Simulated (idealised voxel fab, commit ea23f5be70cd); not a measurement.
The process module presented herein is designated voxel transistor to metal.
Displayed cross-section: cut, width of 195 nm, square cells sized 5 nm.
A cross-section in this document is a grid of square cells, and it is written down as bands, the top band listed before the ones below it; a band is made up of one or more rows of cells. Look at the band entry: it leads with the top's height and the bottom's height in nm. Then it lists the materials left to right, with a width in nm for each. The word "all across" on a single material says that material fills the band edge to edge. The word "air" is empty space. Basically, 0 is our baseline, since under it the wafer straight out of the box is all one material. The bottom band has no lower end and keeps on going down, so it looks like "0 down". A two-number width, for instance "30->40", indicates that the width is equal to the first number in the top row of the band and to the second number in the bottom row, and that it changes by a constant amount per row of cells. When a step is marked "nothing got changed", none of the cells in the cross-section changed during that step. "Enclosed internal voids" enumerates empty spaces isolated from the top, with no open way to it, that contain at least 8 cells, giving each as width x height at distance from the left edge, all three in nm. It should be noted that, on the line of a given step, the content following the step's settings is a remark produced by the simulator itself with respect to that step. The line of a step may include "overlay nm". On a step with a mask, this value is how far to the right of its planned place the mask lay. A negative value means the mask lay to the left.

**These are the steps we planned for the process**
1 RECEIVE,material Si
2 OXIDIZE,depth nm 5
3 CONFORMAL_DEP,material SiN,thk nm 10
4 MASKED_ETCH,tone cover,mask id ACTIVE,width nm 115,etch materials SiN,depth nm 10,overlay nm 0
5 MASKED_ETCH,tone cover,mask id ACTIVE,width nm 115,etch materials SiO2,depth nm 5,overlay nm 0
6 MASKED_ETCH,tone cover,mask id ACTIVE,width nm 115,etch materials Si,depth nm 30,overlay nm 0
7 FILL_DEP,material SiO2,thk nm 15
8 CMP,height nm 10
9 SELECTIVE_ETCH,etch materials SiO2,depth nm 10
10 STRIP,etch materials SiN
11 SELECTIVE_ETCH,etch materials SiO2,depth nm 5
12 OXIDIZE,depth nm 5
13 DIRECTIONAL_DEP,material polySi,thk nm 25
14 DIRECTIONAL_DEP,material SiCN,thk nm 15
15 PATTERN,tone cover,mask id GATE,material resist,width nm 35,thk nm 15,overlay nm 0
16 DIRECTIONAL_ETCH,etch materials SiCN,depth nm 25
17 DIRECTIONAL_ETCH,etch materials polySi,depth nm 35
18 STRIP,etch materials resist
19 CONFORMAL_DEP,material SiN,thk nm 10
20 DIRECTIONAL_ETCH,etch materials SiN,depth nm 10
21 DIRECTIONAL_ETCH,etch materials SiO2,depth nm 5
22 EPI,material SiGe,thk nm 5
23 FILL_DEP,material SiO2,thk nm 5
24 CMP,height nm 20
25 STRIP,etch materials polySi
26 SELECTIVE_ETCH,etch materials SiO2,depth nm 5
27 CONFORMAL_DEP,material HfO2,thk nm 5
28 CONFORMAL_DEP,material TiN,thk nm 5
29 FILL_DEP,material W,thk nm 10
30 CMP,height nm 15
31 DIRECTIONAL_DEP,material SiO2,thk nm 10
32 MASKED_ETCH,tone open,mask id CONTACT,width nm 15,pitch nm 80,etch materials SiO2,depth nm 30,overlay nm 0
33 CONFORMAL_DEP,material TiN,thk nm 5
34 FILL_DEP,material W,thk nm 10
35 CMP,height nm 25
36 CONFORMAL_DEP,material SiCN,thk nm 5
37 DIRECTIONAL_DEP,material SiO2,thk nm 15
38 MASKED_ETCH,tone open,mask id METAL_1,width nm 15,pitch nm 80,etch materials SiO2,depth nm 15,overlay nm 0
39 MASKED_ETCH,tone open,mask id METAL_1,width nm 15,pitch nm 80,etch materials SiCN,depth nm 5,overlay nm 0
40 CONFORMAL_DEP,material TiN,thk nm 5
41 FILL_DEP,material W,thk nm 10
42 CMP,height nm 45
43 CONFORMAL_DEP,material SiCN,thk nm 5
44 DIRECTIONAL_DEP,material SiO2,thk nm 35
45 MASKED_ETCH,tone open,mask id METAL_2,width nm 15,pitch nm 80,etch materials SiO2,depth nm 20,overlay nm 0
46 DIRECTIONAL_DEP,material aC,thk nm 15
47 PATTERN,tone open,mask id METAL_2_HOLES,material resist,width nm 15,pitch nm 80,thk nm 30,overlay nm 0
48 DIRECTIONAL_ETCH,etch materials aC,depth nm 15
49 STRIP,etch materials resist
50 DIRECTIONAL_ETCH,etch materials SiO2,depth nm 15
51 DIRECTIONAL_ETCH,etch materials SiCN,depth nm 5
52 STRIP,etch materials aC
53 CONFORMAL_DEP,material TiN,thk nm 5
54 FILL_DEP,material Ru,thk nm 10
55 CMP,height nm 85
56 CONFORMAL_DEP,material SiN,thk nm 5

**Here's what the wafer looked like in cross-section when it arrived - that's after step 1**
	0 down = Si all across
	Enclosed internal voids: none

**The cross-section shown corresponds to the wafer at the conclusion of the module. The initial structure and the process plan are those presented above; however, one mistake occurred in executing the plan**
	90 to 85 = SiN all across
	85 to 50 = 50 of SiO2, 5 of TiN, 5 of Ru, 5 of TiN, 65 of SiO2, 5 of TiN, 5 of Ru, 5 of TiN, 50 of SiO2
	50 to 45 = 50 of SiCN, 15 of TiN, 65 of SiCN, 15 of TiN, 50 of SiCN
	45 to 30 = 50 of SiO2, 5 of TiN, 5 of W, 5 of TiN, 65 of SiO2, 5 of TiN, 5 of W, 5 of TiN, 50 of SiO2
	30 to 25 = 50 of SiCN, 15 of TiN, 65 of SiCN, 15 of TiN, 50 of SiCN
	25 to 15 = 50 of SiO2, 5 of TiN, 5 of W, 5 of TiN, 65 of SiO2, 5 of TiN, 5 of W, 5 of TiN, 50 of SiO2
	15 to 5 = 50 of SiO2, 5 of TiN, 5 of W, 5 of TiN, 5 of SiO2, 10 of SiN, 5 of HfO2, 5 of TiN, 15 of W, 5 of TiN, 5 of HfO2, 10 of SiN, 5 of SiO2, 5 of TiN, 5 of W, 5 of TiN, 50 of SiO2
	5 to 0 = 50 of SiO2, 15 of TiN, 5 of SiO2, 10 of SiN, 5 of HfO2, 25 of TiN, 5 of HfO2, 10 of SiN, 5 of SiO2, 15 of TiN, 50 of SiO2
	0 to -5 = 35 of SiO2, 10 of SiN, 25 of SiGe, 5 of SiO2, 45 of HfO2, 5 of SiO2, 25 of SiGe, 10 of SiN, 35 of SiO2
	-5 to -10 = 50 of SiO2, 95 of Si, 50 of SiO2
	-10 to -35 = 40 of SiO2, 115 of Si, 40 of SiO2
	-35 down = Si all across
	Enclosed internal voids: none
What went wrong in running the wafer? steps 10 and 11 got flipped, so each one ran where the other should have
